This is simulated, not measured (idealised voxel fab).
process module | voxel capacitor over wiring
cross-section cut | 155 nm wide | cells 5 nm
A cross-section is a grid of square cells, given in bands from the top down. A band is one or more rows of cells.
Each band's line starts with the height of the band's top and of its bottom, in nm. Then come its materials from left to right, each with its width in nm. One material with "throughout" fills the band from edge to edge. "air" is empty space.
Height 0 is the level under which the wafer as received is all one material. The lowest band goes on downwards, as in "0 down".
A width such as "30 to 40" changes by the same amount from each row of cells to the next, from the band's top row to its bottom row.
"no change" after a step means that no cell of the cross-section changed.
closed voids: empty space of 8 cells or more with no open way to the top, each as width x height at its distance from the left edge, in nm
after a step's settings: what the simulator itself notes on the step
overlay nm, on a step with a mask: how far to the right of its planned place the mask lay; to the left if negative
plan
1 op RECEIVE | material Si
2 op CONFORMAL_DEP | material SiO2 | thk nm 15
3 op DIRECTIONAL_DEP | material TiN | thk nm 5
4 op DIRECTIONAL_DEP | material W | thk nm 15
5 op DIRECTIONAL_DEP | material aC | thk nm 10
6 op PATTERN | tone cover | mask id METAL_1 | material resist | width nm 20 | pitch nm 75 | thk nm 25 | overlay nm 0
7 op DIRECTIONAL_ETCH | etch materials aC | depth nm 10
8 op STRIP | etch materials resist
9 op DIRECTIONAL_ETCH | etch materials W | depth nm 15
10 op DIRECTIONAL_ETCH | etch materials TiN | depth nm 5
11 op STRIP | etch materials aC
12 op FILL_DEP | material SiO2 | thk nm 10
13 op CMP | height nm 35
14 op CONFORMAL_DEP | material SiCN | thk nm 5
15 op DIRECTIONAL_DEP | material lowk | thk nm 20
16 op PATTERN | tone open | mask id PLUG_1 | material resist | width nm 15 | thk nm 15 | overlay nm 0
17 op DIRECTIONAL_ETCH | etch materials lowk | depth nm 20
18 op DIRECTIONAL_ETCH | etch materials SiCN | depth nm 5
19 op STRIP | etch materials resist
20 op EPI | material Ru | thk nm 10
21 op EPI | material Ru | thk nm 10
22 op EPI | material Ru | thk nm 5
23 op DIRECTIONAL_DEP | material TiN | thk nm 10
24 op DIRECTIONAL_DEP | material SiN | thk nm 5
25 op DIRECTIONAL_DEP | material TiN | thk nm 10
26 op MASKED_ETCH | tone cover | mask id UPPER_PLATE | width nm 50 | etch materials TiN | depth nm 10 | overlay nm 0
27 op MASKED_ETCH | tone cover | mask id UPPER_PLATE | width nm 60 | etch materials SiN | depth nm 5 | overlay nm 0
28 op MASKED_ETCH | tone cover | mask id LOWER_PLATE | width nm 70 | etch materials TiN | depth nm 10 | overlay nm 0
29 op FILL_DEP | material SiO2 | thk nm 15
30 op CMP | height nm 95
31 op MASKED_ETCH | tone open | mask id PLUG_2 | width nm 15 | etch materials SiO2 | depth nm 10 | overlay nm 0
32 op CONFORMAL_DEP | material TiN | thk nm 5
33 op FILL_DEP | material Ru | thk nm 5
34 op CMP | height nm 95
35 op CONFORMAL_DEP | material SiN | thk nm 5
varied across the wafers: width nm of step 26. The plan shows the first wafer's value. All wafers start alike
first wafer as received, after step 1
  0 down: Si throughout
  closed voids: none
first wafer at the end, after step 35
  100 to 95: SiN throughout
  95 to 90: SiO2 45 | TiN 5 | Ru 5 | TiN 5 | SiO2 95
  90 to 85: SiO2 45 | TiN 15 | SiO2 95
  85 to 75: SiO2 40 | TiN 50 | SiO2 65
  75 to 70: SiO2 35 | SiN 60 | SiO2 60
  70 to 60: SiO2 30 | TiN 70 | SiO2 55
  60 to 40: lowk 35 | Ru 15 | lowk 105
  40 to 35: SiCN 35 | Ru 15 | SiCN 105
  35 to 20: SiO2 30 | W 20 | SiO2 55 | W 20 | SiO2 30
  20 to 15: SiO2 30 | TiN 20 | SiO2 55 | TiN 20 | SiO2 30
  15 to 0: SiO2 throughout
  0 down: Si throughout
  closed voids: none
last wafer at the end
  100 to 95: SiN throughout
  95 to 90: SiO2 45 | TiN 5 | Ru 5 | TiN 5 | SiO2 95
  90 to 85: SiO2 45 | TiN 15 | SiO2 95
  85 to 75: SiO2 30 | TiN 70 | SiO2 55
  75 to 70: SiO2 30 | SiN 75 | SiO2 50
  70 to 60: SiO2 30 | TiN 75 | SiO2 50
  60 to 40: lowk 35 | Ru 15 | lowk 105
  40 to 35: SiCN 35 | Ru 15 | SiCN 105
  35 to 20: SiO2 30 | W 20 | SiO2 55 | W 20 | SiO2 30
  20 to 15: SiO2 30 | TiN 20 | SiO2 55 | TiN 20 | SiO2 30
  15 to 0: SiO2 throughout
  0 down: Si throughout
  closed voids: none
each wafer at the end: cells of each material gained (+) or lost (-) since it was received, then its closed voids
width nm 50 | +16 Ru | +28 SiCN | +43 SiN | +336 SiO2 | +61 TiN | +24 W | +112 lowk | closed voids: none
width nm 55 | +16 Ru | +28 SiCN | +43 SiN | +334 SiO2 | +63 TiN | +24 W | +112 lowk | closed voids: none
width nm 60 | +16 Ru | +28 SiCN | +43 SiN | +332 SiO2 | +65 TiN | +24 W | +112 lowk | closed voids: none
width nm 65 | +16 Ru | +28 SiCN | +44 SiN | +329 SiO2 | +67 TiN | +24 W | +112 lowk | closed voids: none
width nm 70 | +16 Ru | +28 SiCN | +45 SiN | +326 SiO2 | +69 TiN | +24 W | +112 lowk | closed voids: none
width nm 75 | +16 Ru | +28 SiCN | +46 SiN | +323 SiO2 | +71 TiN | +24 W | +112 lowk | closed voids: none
